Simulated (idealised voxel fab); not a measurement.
Process module under the name voxel plated lines
For reference, the cross-section in this document is cut, with width 240 nm and square cells of 5 nm.
This document writes a cross-section as a grid whose cells are square, and gives it as bands, listed from the top down; one or more rows of cells form a band. Top, bottom (nm), then materials left to right with widths (nm); lone material tagged "edge to edge" fills the whole band edge to edge; "air" = empty space. A quick word on heights: they are counted from 0, and under that level the wafer as it came to us is one material throughout. The lowest band is different from the rest in having no bottom; it simply continues downward, written as in "0 -> down". A width such as "30->40" changes by the same amount from each row of cells to the next, from the band's top row to its bottom row. What does "nothing different" mean for a step? It means no cell of the cross-section changed in that step. Closed-off voids of 8+ cells (no open route to the top) go in "Closed void register", written width x height at distance from the left edge, in nm. On each step's line, the part that comes after the settings is the simulator's own comment on the step. When a step includes a mask, the "overlay nm" setting on its line states how far to the right of its planned place that mask lay, and negative values state how far to the left.
**The following list gives the planned process steps**
1. RECEIVE with material Si
2. CONFORMAL_DEP with material SiO2, thk nm 5
3. DIRECTIONAL_DEP with material TiN, thk nm 5
4. PATTERN with tone open, mask id LINES, material resist, width nm 25, pitch nm 50, thk nm 25, overlay nm 0
5. EPI with material Ru, thk nm 5
6. EPI with material Ru, thk nm 10
7. STRIP with etch materials resist
8. DIRECTIONAL_ETCH with etch materials TiN, depth nm 5
9. CONFORMAL_DEP with material SiCN, thk nm 5
Every wafer here starts from the same state; it is the step 2 thk nm that distinguishes them, and the value the plan gives belongs to the first wafer.
**Sectional view: first of several wafers, as received, after step 1**
> 0 -> down: Si edge to edge
> Closed void register: none
**Below, a row for every wafer. Read it as the end-of-module picture: for each material the wafer shows its cells gained (+) or lost (-) since it was received, and then its closed voids**
thk nm 5 | +45 Ru | +72 SiCN | +48 SiO2 | +15 TiN | Closed void register: none
thk nm 10 | +45 Ru | +72 SiCN | +96 SiO2 | +15 TiN | Closed void register: none
thk nm 15 | +45 Ru | +72 SiCN | +144 SiO2 | +15 TiN | Closed void register: none
thk nm 20 | +45 Ru | +72 SiCN | +192 SiO2 | +15 TiN | Closed void register: none
